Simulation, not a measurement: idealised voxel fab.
Documented hereafter: the process module known as voxel spacer lines.
The cross-section on display is named cut; it measures 200 nm wide, and its cells are 5 nm squares.
If you're reading a cross-section in this doc, picture square cells in a grid; it comes to you as bands, top ones listed first down to the bottom, and a band can be one or more rows of cells. Band: top height; bottom height; in nm. Then, left to right: material with width in nm, for each material. "all across": a single material spanning edge to edge. "empty": empty space. Height reference: 0 = level under which incoming wafer is all one material. Lowest band: no bottom, runs on downward, e.g. "0 down". When a width is written as two numbers, as in "30..40", the first number is the width in the top row of cells of the band and the second is the width in its bottom row, and the width changes by the same amount from each row to the next. Where a step carries "no alterations made", the cross-section came out of it unchanged, cell for cell. Entry "Encapsulated voids". Content: empty spaces with no open connection to the top, size 8 cells or greater. Each: width x height at distance. Distance: from left edge. Unit: nm. Text after the settings on a step's line: the simulator's own remark on that step. "overlay nm" answers the question of how far to the right of plan the mask lay on a step that has a mask, and when it is negative the answer is to the left.

## The planned process steps are enumerated hereunder
- 1: RECEIVE,material Si
- 2: CONFORMAL_DEP,material Al2O3,thk nm 5
- 3: DIRECTIONAL_DEP,material TiN,thk nm 20
- 4: DIRECTIONAL_DEP,material polySi,thk nm 20
- 5: PATTERN,tone cover,mask id MANDREL,material resist,width nm 20,pitch nm 70,thk nm 25,overlay nm 0
- 6: DIRECTIONAL_ETCH,etch materials polySi,depth nm 20
- 7: STRIP,etch materials resist
- 8: CONFORMAL_DEP,material SiO2,thk nm 15
- 9: DIRECTIONAL_ETCH,etch materials SiO2,depth nm 15
- 10: STRIP,etch materials polySi
- 11: DIRECTIONAL_ETCH,etch materials TiN,depth nm 20
- 12: STRIP,etch materials SiO2

## Cross-sectional view of the wafer in its as-received condition, corresponding to the state after step 1
- 0 down = Si all across
- Encapsulated voids: none

## Looking at the first of two wafers in cross-section at end of module - ran to plan
- 25 to 5 = 40 of empty; 15 of TiN; 20 of empty; 15 of TiN; 20 of empty; 15 of TiN; 20 of empty; 15 of TiN; 40 of empty
- 5 to 0 = Al2O3 all across
- 0 down = Si all across
- Encapsulated voids: none

## This cross-section belongs to the second wafer of two at the end of the module; the start and the plan were shared with the first, and the run included one mistake
- 20 to 5 = 40 of empty; 15 of TiN; 20 of empty; 15 of TiN; 20 of empty; 15 of TiN; 20 of empty; 15 of TiN; 40 of empty
- 5 to 0 = Al2O3 all across
- 0 down = Si all across
- Encapsulated voids: none
What was the processing mistake? note that step 3 departed from the planned setting and was carried out as DIRECTIONAL_DEP,material TiN,thk nm 15
Final comparison by cell count, materials where the second wafer has more or fewer than the first: TiN -12
